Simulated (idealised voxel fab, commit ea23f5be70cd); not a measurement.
process module | voxel quadruple lines
cross-section cut | 280 nm wide | cells 5 nm
A cross-section is a grid of square cells, given in bands from the top down. A band is one or more rows of cells.
Each band's line starts with the height of the band's top and of its bottom, in nm. Then come its materials from left to right, each with its width in nm. One material with "throughout" fills the band from edge to edge. "air" is empty space.
Height 0 is the level under which the wafer as received is all one material. The lowest band goes on downwards, as in "0 down".
A width such as "30 to 40" changes by the same amount from each row of cells to the next, from the band's top row to its bottom row.
"no change" after a step means that no cell of the cross-section changed.
closed voids: empty space of 8 cells or more with no open way to the top, each as width x height at its distance from the left edge, in nm
after a step's settings: what the simulator itself notes on the step
overlay nm, on a step with a mask: how far to the right of its planned place the mask lay; to the left if negative
plan
1 op RECEIVE | material Si
2 op CONFORMAL_DEP | material SiO2 | thk nm 10
3 op DIRECTIONAL_DEP | material W | thk nm 15
4 op DIRECTIONAL_DEP | material polySi | thk nm 20
5 op DIRECTIONAL_DEP | material aC | thk nm 20
6 op PATTERN | tone cover | mask id MANDREL | material resist | width nm 30 | thk nm 25 | overlay nm 0
7 op DIRECTIONAL_ETCH | etch materials aC | depth nm 20
8 op STRIP | etch materials resist
9 op CONFORMAL_DEP | material SiO2 | thk nm 10
10 op DIRECTIONAL_ETCH | etch materials SiO2 | depth nm 10
11 op STRIP | etch materials aC
12 op DIRECTIONAL_ETCH | etch materials polySi | depth nm 20
13 op STRIP | etch materials SiO2
14 op CONFORMAL_DEP | material SiN | thk nm 10
15 op DIRECTIONAL_ETCH | etch materials SiN | depth nm 10
16 op STRIP | etch materials polySi
17 op DIRECTIONAL_ETCH | etch materials W | depth nm 15
18 op STRIP | etch materials SiN
as received, after step 1
  0 down: Si throughout
  closed voids: none
a wafer at the end: this start, this plan, one mistake
  30 to 10: polySi throughout
  10 to 0: SiO2 throughout
  0 down: Si throughout
  closed voids: none
what went wrong: steps 3 and 4 were swapped
